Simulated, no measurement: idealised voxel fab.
The following is a process module called voxel gate over fins.
cross-section cut | 230 nm wide | cells 5 nm
Notation: cross-section as square-cell grid; stated in bands, top first, going down; one or more cell rows per band.
Read a band's entry like this: the first values are the height of its top and the height of its bottom in nm, and what follows is the sequence of materials from left to right, each with its width in nm. Note that "empty" is empty space, and that a single material marked "full width" reaches across the band from edge to edge.
Convention: height 0 is the level below which the wafer, as received, is all one material. The lowest band does not terminate at the bottom but continues downward, represented as "0 nm and below".
Width "30 to 40": first value at the band's top row of cells, second value at its bottom row, equal change from row to row.
"changes: none" means the step left every cell of the cross-section as it was.
Entry "Entrapped void list" = empty spaces >= 8 cells with no open way to the top; each as width x height at distance, distance from left edge, all nm.
Heads up: the bit after the settings on a step's line is the simulator's remark on that step.
overlay nm: for a step with a mask, the amount by which the mask lay right of where it was planned; a negative amount means left of it.

INTENDED PROCESS STEPS
1) RECEIVE with material Si
2) CONFORMAL_DEP with material SiN, thk nm 5
3) DIRECTIONAL_DEP with material aC, thk nm 10
4) PATTERN with tone cover, mask id FINS, material resist, width nm 15, pitch nm 45, thk nm 25, overlay nm 0
5) DIRECTIONAL_ETCH with etch materials aC, depth nm 10
6) STRIP with etch materials resist
7) DIRECTIONAL_ETCH with etch materials SiN, depth nm 5
8) DIRECTIONAL_ETCH with etch materials Si, depth nm 35
9) STRIP with etch materials aC
10) OXIDIZE with depth nm 5
11) FILL_DEP with material SiO2, thk nm 15
12) CMP with height nm 5
13) SELECTIVE_ETCH with etch materials SiO2, depth nm 20
14) STRIP with etch materials SiN
15) CONFORMAL_DEP with material HfO2, thk nm 5
16) CONFORMAL_DEP with material TiN, thk nm 5
17) FILL_DEP with material W, thk nm 15
18) CMP with height nm 20
19) CONFORMAL_DEP with material SiN, thk nm 5

CROSS-SECTION OF THE WAFER AT RECEIPT, WHICH IS THE CONDITION AFTER STEP 1
- 0 nm and below = Si full width
- Entrapped void list: none

MODULE COMPLETE, CROSS-SECTION. STARTING POINT AND PLAN PER ABOVE. ONE MISTAKE MADE IN RUNNING THE MODULE
- 25 nm to 20 nm = SiN full width
- 20 nm to 10 nm = W full width
- 10 nm to 5 nm = 50 of W / 35 of TiN / 10 of W / 35 of TiN / 10 of W / 35 of TiN / 55 of W
- 5 nm to 0 nm = 50 of W / 5 of TiN / 25 of HfO2 / 5 of TiN / 10 of W / 5 of TiN / 25 of HfO2 / 5 of TiN / 10 of W / 5 of TiN / 25 of HfO2 / 5 of TiN / 55 of W
- 0 nm to -5 nm = 50 of W / 5 of TiN / 5 of HfO2 / 15 of Si / 5 of HfO2 / 5 of TiN / 10 of W / 5 of TiN / 5 of HfO2 / 15 of Si / 5 of HfO2 / 5 of TiN / 10 of W / 5 of TiN / 5 of HfO2 / 15 of Si / 5 of HfO2 / 5 of TiN / 55 of W
- -5 nm to -10 nm = 55 of TiN / 5 of HfO2 / 15 of Si / 5 of HfO2 / 20 of TiN / 5 of HfO2 / 15 of Si / 5 of HfO2 / 20 of TiN / 5 of HfO2 / 15 of Si / 5 of HfO2 / 60 of TiN
- -10 nm to -15 nm = 60 of HfO2 / 15 of Si / 30 of HfO2 / 15 of Si / 30 of HfO2 / 15 of Si / 65 of HfO2
- -15 nm to -40 nm = 60 of SiO2 / 15 of Si / 30 of SiO2 / 15 of Si / 30 of SiO2 / 15 of Si / 65 of SiO2
- -40 nm and below = Si full width
- Entrapped void list: none
The plan and the run diverged here: step 4 was not run as planned; what actually ran was PATTERN with tone cover, mask id FINS, material resist, width nm 25, pitch nm 45, thk nm 25, overlay nm 0
